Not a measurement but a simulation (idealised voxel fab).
This section sets out a process module, namely voxel released beams.
Pictured: cross-section cut, 185 nm wide, on a grid of 5 nm square cells.
Cross-section, as written here: a square-cell grid given band by band from the top down, where a band holds one or more rows of cells. The band entry comprises the height of the band's top followed by the height of its bottom, expressed in nm, and subsequently the band's materials from left to right, each stated together with its width in nm. Where a single material is marked with the word "throughout", that material fills the band from edge to edge. The word "air" represents empty space. Height reference: 0 = level under which incoming wafer is all one material. Lowest band: no bottom, runs on downward, e.g. "0 nm and below". A width such as "30..40" changes by the same amount from each row of cells to the next, from the band's top row to its bottom row. When a step is marked "nothing got changed", none of the cells in the cross-section changed during that step. "Fully sealed voids": sealed empty spaces, 8 cells or more, no open way to top, listed width x height at distance, with distance from the left edge and width, height and distance in nm. Where a step's line continues beyond its settings, the continuation is a remark by the simulator itself on that step. For masked steps, "overlay nm" on the step line gives how far right of plan the mask actually lay; a minus sign means it lay to the left.

Listed below are the process steps as planned
1. RECEIVE: material Si
2. CONFORMAL_DEP: material Al2O3, thk nm 5
3. DIRECTIONAL_DEP: material SiO2, thk nm 10
4. DIRECTIONAL_DEP: material aC, thk nm 10
5. PATTERN: tone open, mask id ANCHOR, material resist, width nm 35, thk nm 30, overlay nm 0
6. DIRECTIONAL_ETCH: etch materials aC, depth nm 10
7. STRIP: etch materials resist
8. DIRECTIONAL_ETCH: etch materials SiO2, depth nm 10
9. STRIP: etch materials aC
10. CONFORMAL_DEP: material polySi, thk nm 10
11. MASKED_ETCH: tone cover, mask id BEAM, width nm 95, etch materials polySi, depth nm 10, overlay nm 0
12. STRIP: etch materials SiO2

This is the cross-section of the wafer as we received it, i.e. after step 1
- 0 nm and below: Si throughout
- Fully sealed voids: none

Wafer cross-section at module end: first of two, run to plan
- 25 nm to 15 nm: air (40) / polySi (15) / air (15) / polySi (65) / air (50)
- 15 nm to 5 nm: air (45) / polySi (35) / air (105)
- 5 nm to 0 nm: Al2O3 throughout
- 0 nm and below: Si throughout
- Fully sealed voids: none

Here is the second of the two wafers cut open at the end of the module - same start, same plan as the first one, but we made one mistake running it
- 25 nm to 15 nm: air (40) / polySi (10) / air (15) / polySi (70) / air (50)
- 15 nm to 5 nm: air (40) / polySi (35) / air (110)
- 5 nm to 0 nm: Al2O3 throughout
- 0 nm and below: Si throughout
- Fully sealed voids: none
Where did the run depart from the plan? off-plan run, step 5, actual operation and settings PATTERN: tone open, mask id ANCHOR, material resist, width nm 35, thk nm 30, overlay nm -5
When the process is done, the second wafer contains the same cell count of every material as the first wafer, but distributed over other locations.
